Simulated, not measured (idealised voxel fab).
The process module that follows is named voxel transistor to metal.
cross-section cut | 150 nm wide | cells 5 nm
How to read a cross-section here: the picture is a grid of square cells, written as bands going from the top down, and any band can span one or more rows of cells.
Quick guide to a band line: top height, bottom height (nm) up front; then every material left to right with its width in nm. Only one material and it's marked "everywhere"? Then it fills the band edge to edge. And "air" just means empty space.
Below 0: as-received wafer, all one material; heights counted from there. Lowest band: no bottom, goes on down, written "0..down".
When a width is written as two numbers, as in "30->40", the first number is the width in the top row of cells of the band and the second is the width in its bottom row, and the width changes by the same amount from each row to the next.
Step note "no modification" = no cross-section cell changed.
This entry, "Enclosed void list", enumerates those empty regions of no fewer than 8 cells that possess no open connection to the top. Each region is reported in the form width x height at distance, the distance being taken from the left edge, with all three quantities expressed in nm.
Text after the settings on a step's line: the simulator's own remark on that step.
overlay nm: how far to the right of its planned place the mask lay on this masked step (negative: to the left).

**Steps planned for the process**
1: RECEIVE,material Si
2: OXIDIZE,depth nm 5
3: CONFORMAL_DEP,material SiN,thk nm 15
4: DIRECTIONAL_DEP,material aC,thk nm 15
5: PATTERN,tone cover,mask id ACTIVE,material resist,width nm 95,thk nm 30,overlay nm 0
6: DIRECTIONAL_ETCH,etch materials aC,depth nm 15
7: STRIP,etch materials resist
8: DIRECTIONAL_ETCH,etch materials SiN,depth nm 15
9: DIRECTIONAL_ETCH,etch materials SiO2,depth nm 5
10: DIRECTIONAL_ETCH,etch materials Si,depth nm 35
11: STRIP,etch materials aC
12: OXIDIZE,depth nm 5
13: FILL_DEP,material SiO2,thk nm 5
14: CMP,height nm 15
15: SELECTIVE_ETCH,etch materials SiO2,depth nm 5
16: STRIP,etch materials SiN
17: SELECTIVE_ETCH,etch materials SiO2,depth nm 5
18: OXIDIZE,depth nm 5
19: DIRECTIONAL_DEP,material polySi,thk nm 25
20: DIRECTIONAL_DEP,material SiCN,thk nm 15
21: DIRECTIONAL_DEP,material aC,thk nm 10
22: PATTERN,tone cover,mask id GATE,material resist,width nm 15,thk nm 30,overlay nm 0
23: DIRECTIONAL_ETCH,etch materials aC,depth nm 10
24: STRIP,etch materials resist
25: DIRECTIONAL_ETCH,etch materials SiCN,depth nm 25
26: DIRECTIONAL_ETCH,etch materials polySi,depth nm 35
27: STRIP,etch materials aC
28: CONFORMAL_DEP,material SiO2,thk nm 5
29: DIRECTIONAL_ETCH,etch materials SiO2,depth nm 5
30: CONFORMAL_DEP,material SiN,thk nm 10
31: DIRECTIONAL_ETCH,etch materials SiN,depth nm 10
32: DIRECTIONAL_ETCH,etch materials SiO2,depth nm 5
33: EPI,material SiGe,thk nm 5
34: FILL_DEP,material SiO2,thk nm 10
35: CMP,height nm 35
36: DIRECTIONAL_DEP,material SiO2,thk nm 15
37: MASKED_ETCH,tone open,mask id CONTACT,width nm 30,pitch nm 55,etch materials SiO2,depth nm 55,overlay nm 0
38: CONFORMAL_DEP,material TiN,thk nm 5
39: FILL_DEP,material W,thk nm 5
40: CMP,height nm 50
41: CONFORMAL_DEP,material SiN,thk nm 5
42: DIRECTIONAL_DEP,material lowk,thk nm 15
43: MASKED_ETCH,tone open,mask id METAL_1,width nm 15,pitch nm 70,etch materials lowk,depth nm 15,overlay nm 0
44: MASKED_ETCH,tone open,mask id METAL_1,width nm 15,pitch nm 70,etch materials SiN,depth nm 5,overlay nm 0
45: CONFORMAL_DEP,material TiN,thk nm 5
46: FILL_DEP,material Cu,thk nm 5
47: CMP,height nm 70
48: CONFORMAL_DEP,material SiCN,thk nm 5

**Wafer cross-section on receipt, i.e. after step 1**
  0..down | Si everywhere
  Enclosed void list: none

**Cross-section, end of module. Start: as above. Plan: as above. Execution: one mistake**
  75..70 | SiCN everywhere
  70..55 | 30 of lowk, then 5 of TiN, then 5 of Cu, then 5 of TiN, then 55 of lowk, then 5 of TiN, then 5 of Cu, then 5 of TiN, then 35 of lowk
  55..50 | 30 of SiN, then 15 of TiN, then 55 of SiN, then 15 of TiN, then 35 of SiN
  50..40 | 30 of SiO2, then 5 of TiN, then 20 of W, then 5 of TiN, then 25 of SiO2, then 5 of TiN, then 20 of W, then 5 of TiN, then 35 of SiO2
  40..35 | 30 of SiO2, then 5 of TiN, then 10 of W, then 15 of TiN, then 25 of SiO2, then 15 of TiN, then 10 of W, then 5 of TiN, then 35 of SiO2
  35..20 | 30 of SiO2, then 5 of TiN, then 10 of W, then 5 of TiN, then 10 of SiN, then 5 of SiO2, then 15 of SiCN, then 5 of SiO2, then 10 of SiN, then 5 of TiN, then 10 of W, then 5 of TiN, then 35 of SiO2
  20..0 | 30 of SiO2, then 5 of TiN, then 10 of W, then 5 of TiN, then 10 of SiN, then 5 of SiO2, then 15 of polySi, then 5 of SiO2, then 10 of SiN, then 5 of TiN, then 10 of W, then 5 of TiN, then 35 of SiO2
  0..-5 | 30 of SiO2, then 20 of TiN, then 10 of SiN, then 5 of SiO2, then 15 of polySi, then 5 of SiO2, then 10 of SiN, then 20 of TiN, then 35 of SiO2
  -5..-10 | 15 of SiO2, then 10 of SiN, then 5 of SiO2, then 20 of SiGe, then 45 of SiO2, then 20 of SiGe, then 5 of SiO2, then 10 of SiN, then 20 of SiO2
  -10..-15 | 15 of SiO2, then 10 of SiN, then 10 of SiO2, then 75 of Si, then 10 of SiO2, then 10 of SiN, then 20 of SiO2
  -15..-20 | 35 of SiO2, then 75 of Si, then 40 of SiO2
  -20..-45 | 30 of SiO2, then 85 of Si, then 35 of SiO2
  -45..down | Si everywhere
  Enclosed void list: none
Diagnosis: step 17, actual vs plan mismatch, actual run SELECTIVE_ETCH,etch materials SiO2,depth nm 15
